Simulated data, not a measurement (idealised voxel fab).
The process module that follows is named voxel self aligned vias.
Displayed cross-section: cut, width of 250 nm, square cells sized 5 nm.
Cross-section, as written here: a square-cell grid given band by band from the top down, where a band holds one or more rows of cells.
The entry gives the band's vertical extent as a top height and a bottom height in nm, then its horizontal make-up as materials from left to right, each with a width in nm. "empty" stands for empty space; a single material marked "throughout" fills the band edge to edge.
We count height from 0. Below that, the starting wafer is all one material. The lowest band never ends at the bottom but goes on down; see "0 -> down" for how that is written.
Per-row width for "30..40": begins at first number (top row of band), ends at second number (bottom row), increment between rows held constant.
Step note "all unchanged" = no cross-section cell changed.
So "Completely sealed voids" is basically the list of trapped voids: any empty space of 8 cells or more that can't reach the top through an opening. They're written width x height at distance, the distance being from the left edge, and it's all nm.
Past the settings on a step's line: simulator remark, on that step.
overlay nm: mask offset rightward from planned place, masked step; negative means leftward offset.
Steps in the process plan:
1,RECEIVE,material Si
2,CONFORMAL_DEP,material SiO2,thk nm 15
3,CONFORMAL_DEP,material SiCN,thk nm 5
4,DIRECTIONAL_DEP,material SiO2,thk nm 30
5,DIRECTIONAL_DEP,material aC,thk nm 15
6,PATTERN,tone open,mask id LINES,material resist,width nm 30,pitch nm 75,thk nm 35,overlay nm 0
7,DIRECTIONAL_ETCH,etch materials aC,depth nm 15
8,STRIP,etch materials resist
9,DIRECTIONAL_ETCH,etch materials SiO2,depth nm 30
10,STRIP,etch materials aC
11,CONFORMAL_DEP,material TiN,thk nm 5
12,FILL_DEP,material W,thk nm 10
13,CMP,height nm 50
14,SELECTIVE_ETCH,etch materials W Ru TiN,depth nm 5
15,FILL_DEP,material SiN,thk nm 5
16,CMP,height nm 50
17,DIRECTIONAL_DEP,material SiO2,thk nm 20
18,PATTERN,tone open,mask id VIAS,material resist,width nm 50,pitch nm 150,thk nm 15,overlay nm 0
19,DIRECTIONAL_ETCH,etch materials SiO2,depth nm 20
20,DIRECTIONAL_ETCH,etch materials SiN,depth nm 5
21,STRIP,etch materials resist
22,CONFORMAL_DEP,material TiN,thk nm 5
23,FILL_DEP,material Cu,thk nm 10
24,CMP,height nm 70
25,CONFORMAL_DEP,material SiN,thk nm 5
Split variable: thk nm, step 11. Plan value = first wafer. Wafers start alike.
First of several wafers (as received, post step 1), cross-sectional view:
0 -> down = Si throughout
Completely sealed voids: none
Heads up, this table goes wafer by wafer. A row tells you, at the end of the module, how many cells of each material that wafer has put on (+) or dropped (-) since it was received, and then its closed voids:
thk nm 5; +56 Cu; +50 SiCN; +56 SiN; +462 SiO2; +78 TiN; +48 W; Completely sealed voids: none
thk nm 10; +56 Cu; +50 SiCN; +56 SiN; +462 SiO2; +108 TiN; +18 W; Completely sealed voids: none
thk nm 15; +56 Cu; +50 SiCN; +56 SiN; +462 SiO2; +126 TiN; Completely sealed voids: none
thk nm 20; +56 Cu; +50 SiCN; +56 SiN; +462 SiO2; +126 TiN; Completely sealed voids: none
